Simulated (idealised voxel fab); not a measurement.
Module name: voxel double patterning (process module)
Pictured: cross-section cut, 155 nm wide, on a grid of 5 nm square cells.
When this document writes out a cross-section, it uses a grid of square cells and lists it as bands, beginning at the top and moving down, with a band standing for one or more rows of cells.
Each band's line starts with the height of the band's top and of its bottom, in nm. Then come its materials from left to right, each with its width in nm. One material with "all across" fills the band from edge to edge. "empty" is empty space.
Height reference: 0 = level under which incoming wafer is all one material. Lowest band: no bottom, runs on downward, e.g. "z 0 and below".
The two numbers in a width such as "30..40" mark its ends across the band: the first belongs to the top row of cells, the second to the bottom row, and from each row to the next the width moves by the same amount.
Where a step carries "nothing altered", the cross-section came out of it unchanged, cell for cell.
The entry titled "Voids, enclosed" provides the empty spaces that have no open way to the top, restricted to those of 8 cells or more. Each is presented as width x height at distance, the distance being measured from the left edge, with all three in nm.
On a step's line, text after the settings is the simulator commenting on that step.
"overlay nm", when on a step's line for a step with a mask, measures how far to the right of its planned place the mask lay; a negative measure means to the left.

Set out below are the planned steps of the process
1 RECEIVE with material Si
2 CONFORMAL_DEP with material SiO2, thk nm 10
3 DIRECTIONAL_DEP with material TiN, thk nm 15
4 DIRECTIONAL_DEP with material SiCN, thk nm 10
5 DIRECTIONAL_DEP with material aC, thk nm 15
6 PATTERN with tone open, mask id FIRST, material resist, width nm 15, pitch nm 50, thk nm 35, overlay nm 0
7 DIRECTIONAL_ETCH with etch materials aC, depth nm 15
8 STRIP with etch materials resist
9 DIRECTIONAL_ETCH with etch materials SiCN, depth nm 10
10 STRIP with etch materials aC
11 MASKED_ETCH with tone open, mask id SECOND, width nm 15, pitch nm 50, etch materials SiCN, depth nm 10, overlay nm 0
12 DIRECTIONAL_ETCH with etch materials TiN, depth nm 15
13 STRIP with etch materials SiCN

Cross-section of the wafer at receipt, which is the condition after step 1
- z 0 and below: Si all across
- Voids, enclosed: none

End state of the module in cross-section, given the above starting point and plan and one mistake in execution
- z 25 to 10: 20 of TiN  15 of empty  10 of TiN  15 of empty  10 of TiN  15 of empty  10 of TiN  15 of empty  10 of TiN  15 of empty  20 of TiN
- z 10 to 0: aC all across
- z 0 and below: Si all across
- Voids, enclosed: none
What was the processing mistake? step 2 changed vs plan, executed as CONFORMAL_DEP with material aC, thk nm 10
